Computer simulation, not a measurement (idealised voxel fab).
A process module follows: voxel spacer lines.
FYI the section here is cut, 150 nm wide, cells are 5 nm squares.
Heads up, the way a cross-section reads in here is a grid of square cells, handed over as bands from the top down, with every band being one or more rows of cells.
This entry defines a band. It first specifies the height of the band's top and the height of its bottom in nm, and then specifies the band's materials from left to right, stating each material with its width in nm. The word "throughout" identifies a single material that fills the band from edge to edge, while the word "empty" identifies empty space.
Height reference: 0 = level under which incoming wafer is all one material. Lowest band: no bottom, runs on downward, e.g. "top 0, no bottom".
A width given as "30->40" starts at the first number in the band's top row and ends at the second number in its bottom row, shifting by an equal amount at every step from row to row.
It should be understood that the words "identical to before", when stated for a given step, signify that the cross-section underwent no change in any of its cells during that step.
Closed-off voids of 8+ cells (no open route to the top) go in "Closed void table", written width x height at distance from the left edge, in nm.
Post-settings text on a step line: simulator's own remark regarding the step.
The "overlay nm" setting may appear on a step's line; for a step that uses a mask, it gives how far to the right of its planned position the mask lay, and a negative value indicates the left.

## These are the steps we planned for the process
1 RECEIVE, material Si
2 CONFORMAL_DEP, material Al2O3, thk nm 10
3 DIRECTIONAL_DEP, material SiN, thk nm 10
4 DIRECTIONAL_DEP, material polySi, thk nm 25
5 PATTERN, tone cover, mask id MANDREL, material resist, width nm 15, pitch nm 60, thk nm 30, overlay nm 0
6 DIRECTIONAL_ETCH, etch materials polySi, depth nm 25
7 STRIP, etch materials resist
8 CONFORMAL_DEP, material SiO2, thk nm 15
9 DIRECTIONAL_ETCH, etch materials SiO2, depth nm 15
10 STRIP, etch materials polySi
11 DIRECTIONAL_ETCH, etch materials SiN, depth nm 10
12 STRIP, etch materials SiO2
13 FILL_DEP, material SiO2, thk nm 10
14 CMP, height nm 20

## Wafer as received: cross-section following step 1
* top 0, no bottom = Si throughout
* Closed void table: none

## Wafer cross-section at module end: first of two, run to plan
* top 20, bottom 10 = 20 SiO2 / 15 SiN / 15 SiO2 / 15 SiN / 15 SiO2 / 15 SiN / 15 SiO2 / 15 SiN / 25 SiO2
* top 10, bottom 0 = Al2O3 throughout
* top 0, no bottom = Si throughout
* Closed void table: none

## Here's the second of our two wafers sectioned at module end. Same start as the first, same plan, but one mistake got made running it
* top 15, bottom 10 = 20 SiO2 / 15 SiN / 15 SiO2 / 15 SiN / 15 SiO2 / 15 SiN / 15 SiO2 / 15 SiN / 25 SiO2
* top 10, bottom 0 = Al2O3 throughout
* top 0, no bottom = Si throughout
* Closed void table: none
Heads up, the wafer didn't run the way we planned it: contrary to plan, step 14 was performed as CMP, height nm 15
Once processing is complete, comparing cell counts shows that the second wafer has more or fewer of certain materials than the first: SiN: 12 fewer; SiO2: 18 fewer
